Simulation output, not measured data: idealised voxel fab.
The process module that follows is named voxel self aligned contacts.
The width of the displayed cross-section, cut, is 255 nm; its cells are square, with a size of 5 nm.
Reading order for cross-sections: top band down to bottom band. Underlying form: a grid of square cells. Band size: one or more rows of cells.
Quick guide to a band line: top height, bottom height (nm) up front; then every material left to right with its width in nm. Only one material and it's marked "all across"? Then it fills the band edge to edge. And "empty" just means empty space.
Below 0: as-received wafer, all one material; heights counted from there. Lowest band: no bottom, goes on down, written "0 -> down".
Think of "30->40" as a width that walks from the first number to the second as you go down the band, top row to bottom row, taking equal-sized steps from row to row.
A step reported as "remained unchanged" is a step in which no cell of the cross-section changed.
This entry, "Sealed voids", enumerates those empty regions of no fewer than 8 cells that possess no open connection to the top. Each region is reported in the form width x height at distance, the distance being taken from the left edge, with all three quantities expressed in nm.
Note: text after step settings on the step line = simulator remark on that step.
The line of a step may include "overlay nm". On a step with a mask, this value is how far to the right of its planned place the mask lay. A negative value means the mask lay to the left.

-- Below is the list of planned process steps
step 1: RECEIVE (material Si)
step 2: CONFORMAL_DEP (material SiO2; thk nm 5)
step 3: DIRECTIONAL_DEP (material polySi; thk nm 25)
step 4: DIRECTIONAL_DEP (material SiN; thk nm 25)
step 5: PATTERN (tone cover; mask id GATE; material resist; width nm 35; pitch nm 75; thk nm 15; overlay nm 0)
step 6: DIRECTIONAL_ETCH (etch materials SiN; depth nm 25)
step 7: DIRECTIONAL_ETCH (etch materials polySi; depth nm 25)
step 8: STRIP (etch materials resist)
step 9: CONFORMAL_DEP (material SiN; thk nm 10)
step 10: DIRECTIONAL_ETCH (etch materials SiN; depth nm 10)
step 11: FILL_DEP (material SiO2; thk nm 15)
step 12: CMP (height nm 65)
step 13: MASKED_ETCH (tone open; mask id CONTACT; width nm 50; pitch nm 75; etch materials SiO2; depth nm 65; overlay nm 0)
step 14: CONFORMAL_DEP (material TiN; thk nm 5)
step 15: FILL_DEP (material Ru; thk nm 10)
step 16: CMP (height nm 65)
step 17: CONFORMAL_DEP (material SiN; thk nm 5)

-- Incoming wafer, cross-sectional view, post step 1
- 0 -> down: Si all across
- Sealed voids: none

-- Module complete, cross-section. Starting point and plan per above. One mistake made in running the module
- 70 -> 65: SiN all across
- 65 -> 55: 70 SiO2 | 5->15 TiN | 40->10 Ru | 5->25 TiN | 25 SiO2 | 5->15 TiN | 40->10 Ru | 5->25 TiN | 60 SiO2
- 55 -> 30: 25 SiO2 | 55 SiN | 5 TiN | 10 Ru | 5 TiN | 55 SiN | 5 TiN | 10 Ru | 5 TiN | 55 SiN | 25 SiO2
- 30 -> 5: 25 SiO2 | 10 SiN | 35 polySi | 10 SiN | 5 TiN | 10 Ru | 5 TiN | 10 SiN | 35 polySi | 10 SiN | 5 TiN | 10 Ru | 5 TiN | 10 SiN | 35 polySi | 10 SiN | 25 SiO2
- 5 -> 0: 80 SiO2 | 20 TiN | 55 SiO2 | 20 TiN | 80 SiO2
- 0 -> down: Si all across
- Sealed voids: none
Plan not followed: in deviation from the planned setting, step 13 was conducted as MASKED_ETCH (tone open; mask id CONTACT; width nm 50; pitch nm 75; etch materials SiO2; depth nm 65; overlay nm 5)
